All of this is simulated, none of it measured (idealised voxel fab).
Name of the process module below: voxel local oxidation
Square cells of 5 nm make up the cross-section cut, whose width is 220 nm.
Heads up, the way a cross-section reads in here is a grid of square cells, handed over as bands from the top down, with every band being one or more rows of cells. Look at the band entry: it leads with the top's height and the bottom's height in nm. Then it lists the materials left to right, with a width in nm for each. The word "all across" on a single material says that material fills the band edge to edge. The word "blank" is empty space. Height 0 is the level under which the wafer as received is all one material. The lowest band goes on downwards, as in "top 0, no bottom". Note: "30..40" means the width goes from the first number (top row of the band) to the second number (bottom row) in equal steps per row of cells. "stayed the same" for a step: no cell of the cross-section changed in that step. Entry "Closed void inventory". Content: empty spaces with no open connection to the top, size 8 cells or greater. Each: width x height at distance. Distance: from left edge. Unit: nm. Whatever follows a step's settings on its line is a remark the simulator itself makes about that step. "overlay nm" answers the question of how far to the right of plan the mask lay on a step that has a mask, and when it is negative the answer is to the left.

### List of planned process steps
1,op RECEIVE | material Si
2,op OXIDIZE | depth nm 5
3,op CONFORMAL_DEP | material SiN | thk nm 15
4,op PATTERN | tone cover | mask id ACTIVE | material resist | width nm 110 | thk nm 15 | overlay nm -15
5,op DIRECTIONAL_ETCH | etch materials SiN | depth nm 15
6,op STRIP | etch materials resist
7,op SELECTIVE_ETCH | etch materials SiO2 | depth nm 5
8,op OXIDIZE | depth nm 10
9,op STRIP | etch materials SiN
The plan's step 4 overlay nm is the first wafer's value; the wafers differ in this setting and start identical.

### The as-received cross-section of the first of several wafers corresponds to the state after step 1
* top 0, no bottom  Si all across
* Closed void inventory: none

### Each row below is a wafer at the end of the module, listing for every material the number of cells it has gained (+) or lost (-) since it was received, followed by its closed voids
overlay nm -15; -100 Si; +76 SiO2; Closed void inventory: none
overlay nm -10; -100 Si; +76 SiO2; Closed void inventory: none
overlay nm -5; -100 Si; +76 SiO2; Closed void inventory: none
overlay nm 0; -100 Si; +76 SiO2; Closed void inventory: none
overlay nm 5; -100 Si; +76 SiO2; Closed void inventory: none
overlay nm 10; -100 Si; +76 SiO2; Closed void inventory: none
overlay nm 15; -100 Si; +76 SiO2; Closed void inventory: none
